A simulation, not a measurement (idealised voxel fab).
Process module under the name voxel gate over fins
For reference, the cross-section in this document is cut, with width 210 nm and square cells of 5 nm.
We lay out every cross-section as a grid of square cells and spell it out in bands from the top down, where one band means one or more rows of cells. Top, bottom (nm), then materials left to right with widths (nm); lone material tagged "full width" fills the whole band edge to edge; "blank" = empty space. Where do heights start? At 0: under that level the wafer as delivered is made of one material only. And the lowest band has no floor; it just carries on downward, as in "0..down". The notation "30->40" denotes a width that varies across the rows of cells in the band, beginning at the first number in the top row, finishing at the second number in the bottom row, and changing by an identical amount from each row to the next. The cross-section has no changed cell in any step marked "nothing different". Closed-off voids of 8+ cells (no open route to the top) go in "Cavities, sealed", written width x height at distance from the left edge, in nm. On each step's line, the part that comes after the settings is the simulator's own comment on the step. overlay nm: for a step with a mask, the amount by which the mask lay right of where it was planned; a negative amount means left of it.
These are the steps we planned for the process:
- 1: RECEIVE [material Si]
- 2: CONFORMAL_DEP [material SiN] [thk nm 5]
- 3: DIRECTIONAL_DEP [material aC] [thk nm 10]
- 4: PATTERN [tone cover] [mask id FINS] [material resist] [width nm 15] [pitch nm 40] [thk nm 30] [overlay nm 0]
- 5: DIRECTIONAL_ETCH [etch materials aC] [depth nm 10]
- 6: STRIP [etch materials resist]
- 7: DIRECTIONAL_ETCH [etch materials SiN] [depth nm 5]
- 8: DIRECTIONAL_ETCH [etch materials Si] [depth nm 40]
- 9: STRIP [etch materials aC]
- 10: OXIDIZE [depth nm 5]
- 11: FILL_DEP [material SiO2] [thk nm 10]
- 12: CMP [height nm 5]
- 13: SELECTIVE_ETCH [etch materials SiO2] [depth nm 20]
- 14: STRIP [etch materials SiN]
- 15: CONFORMAL_DEP [material HfO2] [thk nm 5]
- 16: CONFORMAL_DEP [material TiN] [thk nm 5]
- 17: CONFORMAL_DEP [material TiAl] [thk nm 5]
- 18: CONFORMAL_DEP [material TiN] [thk nm 5]
- 19: FILL_DEP [material W] [thk nm 10]
- 20: CMP [height nm 25]
- 21: CONFORMAL_DEP [material SiN] [thk nm 10]
First wafer, two in total, run as planned:
Here's what the wafer looked like in cross-section when it arrived - that's after step 1:
> 0..down  Si full width
> Cavities, sealed: none
Presented here is a cross-section of the wafer after step 2 has been performed:
> 5..0  SiN full width
> Everything below 0 is unchanged.
Presented here is a cross-section of the wafer after step 3 has been performed:
> 15..5  aC full width
> Everything below 5 is unchanged.
Presented here is a cross-section of the wafer after step 4 has been performed:
> 45..15  blank (75), then resist (15), then blank (25), then resist (15), then blank (80)
> Everything below 15 is unchanged.
Presented here is a cross-section of the wafer after step 5 has been performed:
> 35..15  blank (75), then resist (15), then blank (25), then resist (15), then blank (80)
> 15..5  blank (75), then aC (15), then blank (25), then aC (15), then blank (80)
> Everything below 5 is unchanged.
Presented here is a cross-section of the wafer after step 6 has been performed:
> 15..5  blank (75), then aC (15), then blank (25), then aC (15), then blank (80)
> Everything below 5 is unchanged.
Presented here is a cross-section of the wafer after step 7 has been performed:
> 15..5  blank (75), then aC (15), then blank (25), then aC (15), then blank (80)
> 5..0  blank (75), then SiN (15), then blank (25), then SiN (15), then blank (80)
> Everything below 0 is unchanged.
Presented here is a cross-section of the wafer after step 8 has been performed:
> 15..5  blank (75), then aC (15), then blank (25), then aC (15), then blank (80)
> 5..0  blank (75), then SiN (15), then blank (25), then SiN (15), then blank (80)
> 0..-40  blank (75), then Si (15), then blank (25), then Si (15), then blank (80)
> Everything below -40 is unchanged.
Presented here is a cross-section of the wafer after step 9 has been performed:
> 5..0  blank (75), then SiN (15), then blank (25), then SiN (15), then blank (80)
> Everything below 0 is unchanged.
Presented here is a cross-section of the wafer after step 10 has been performed:
> 5..0  blank (75), then SiN (15), then blank (25), then SiN (15), then blank (80)
> 0..-40  blank (75), then SiO2 (5), then Si (5), then SiO2 (5), then blank (25), then SiO2 (5), then Si (5), then SiO2 (5), then blank (80)
> -40..-45  SiO2 (80), then Si (5), then SiO2 (35), then Si (5), then SiO2 (85)
> Everything below -45 is unchanged.
Presented here is a cross-section of the wafer after step 11 has been performed:
> 15..5  SiO2 full width
> 5..0  SiO2 (75), then SiN (15), then SiO2 (25), then SiN (15), then SiO2 (80)
> 0..-45  SiO2 (80), then Si (5), then SiO2 (35), then Si (5), then SiO2 (85)
> Everything below -45 is unchanged.
Presented here is a cross-section of the wafer after step 12 has been performed:
> 5..0  SiO2 (75), then SiN (15), then SiO2 (25), then SiN (15), then SiO2 (80)
> Everything below 0 is unchanged.
Presented here is a cross-section of the wafer after step 13 has been performed:
> 5..0  blank (75), then SiN (15), then blank (25), then SiN (15), then blank (80)
> 0..-15  blank (80), then Si (5), then blank (35), then Si (5), then blank (85)
> Everything below -15 is unchanged.
Presented here is a cross-section of the wafer after step 14 has been performed:
> 0..-15  blank (80), then Si (5), then blank (35), then Si (5), then blank (85)
> Everything below -15 is unchanged.
Presented here is a cross-section of the wafer after step 15 has been performed:
> 5..0  blank (75), then HfO2 (15), then blank (25), then HfO2 (15), then blank (80)
> 0..-10  blank (75), then HfO2 (5), then Si (5), then HfO2 (5), then blank (25), then HfO2 (5), then Si (5), then HfO2 (5), then blank (80)
> -10..-15  HfO2 (80), then Si (5), then HfO2 (35), then Si (5), then HfO2 (85)
> Everything below -15 is unchanged.
Presented here is a cross-section of the wafer after step 16 has been performed:
> 10..5  blank (70), then TiN (25), then blank (15), then TiN (25), then blank (75)
> 5..0  blank (70), then TiN (5), then HfO2 (15), then TiN (5), then blank (15), then TiN (5), then HfO2 (15), then TiN (5), then blank (75)
> 0..-5  blank (70), then TiN (5), then HfO2 (5), then Si (5), then HfO2 (5), then TiN (5), then blank (15), then TiN (5), then HfO2 (5), then Si (5), then HfO2 (5), then TiN (5), then blank (75)
> -5..-10  TiN (75), then HfO2 (5), then Si (5), then HfO2 (5), then TiN (25), then HfO2 (5), then Si (5), then HfO2 (5), then TiN (80)
> Everything below -10 is unchanged.
Presented here is a cross-section of the wafer after step 17 has been performed:
> 15..10  blank (65), then TiAl (35), then blank (5), then TiAl (35), then blank (70)
> 10..5  blank (65), then TiAl (5), then TiN (25), then TiAl (5), then blank (5), then TiAl (5), then TiN (25), then TiAl (5), then blank (70)
> 5..0  blank (65), then TiAl (5), then TiN (5), then HfO2 (15), then TiN (5), then TiAl (5), then blank (5), then TiAl (5), then TiN (5), then HfO2 (15), then TiN (5), then TiAl (5), then blank (70)
> 0..-5  TiAl (70), then TiN (5), then HfO2 (5), then Si (5), then HfO2 (5), then TiN (5), then TiAl (15), then TiN (5), then HfO2 (5), then Si (5), then HfO2 (5), then TiN (5), then TiAl (75)
> Everything below -5 is unchanged.
Presented here is a cross-section of the wafer after step 18 has been performed:
> 20..15  blank (60), then TiN (85), then blank (65)
> 15..10  blank (60), then TiN (5), then TiAl (35), then TiN (5), then TiAl (35), then TiN (5), then blank (65)
> 10..5  blank (60), then TiN (5), then TiAl (5), then TiN (25), then TiAl (5), then TiN (5), then TiAl (5), then TiN (25), then TiAl (5), then TiN (5), then blank (65)
> 5..0  TiN (65), then TiAl (5), then TiN (5), then HfO2 (15), then TiN (5), then TiAl (5), then TiN (5), then TiAl (5), then TiN (5), then HfO2 (15), then TiN (5), then TiAl (5), then TiN (70)
> Everything below 0 is unchanged.
Presented here is a cross-section of the wafer after step 19 has been performed:
> 30..20  W full width
> 20..15  W (60), then TiN (85), then W (65)
> 15..10  W (60), then TiN (5), then TiAl (35), then TiN (5), then TiAl (35), then TiN (5), then W (65)
> 10..5  W (60), then TiN (5), then TiAl (5), then TiN (25), then TiAl (5), then TiN (5), then TiAl (5), then TiN (25), then TiAl (5), then TiN (5), then W (65)
> Everything below 5 is unchanged.
Presented here is a cross-section of the wafer after step 20 has been performed:
> 25..20  W full width
> Everything below 20 is unchanged.
Presented here is a cross-section of the wafer after step 21 has been performed:
> 35..25  SiN full width
> Everything below 25 is unchanged.
Second Wafer (Identical Start and Plan, One Processing Error; Matches First Wafer Through Step 16):
Second wafer, section view, time point: scheduled end of step 17: nothing different
Second wafer, section view, time point: scheduled end of step 18:
> 15..5  blank (65), then TiN (35), then blank (5), then TiN (35), then blank (70)
> 5..0  blank (65), then TiN (10), then HfO2 (15), then TiN (10), then blank (5), then TiN (10), then HfO2 (15), then TiN (10), then blank (70)
> 0..-10  TiN (75), then HfO2 (5), then Si (5), then HfO2 (5), then TiN (25), then HfO2 (5), then Si (5), then HfO2 (5), then TiN (80)
> Everything below -10 is unchanged.
Second wafer, section view, time point: scheduled end of step 19:
> 25..15  W full width
> 15..5  W (65), then TiN (35), then W (5), then TiN (35), then W (70)
> 5..0  W (65), then TiN (10), then HfO2 (15), then TiN (10), then W (5), then TiN (10), then HfO2 (15), then TiN (10), then W (70)
> Everything below 0 is unchanged.
Second wafer, section view, time point: scheduled end of step 20: nothing different
Second wafer, section view, time point: scheduled end of step 21:
> 35..25  SiN full width
> Everything below 25 is unchanged.
The mistake made against the process plan was this: it should be noted that step 17 of the plan was omitted and was not performed
Cell-count delta at end, second wafer over first, by material: TiAl: 54 fewer; TiN: 3 more; W: 51 more
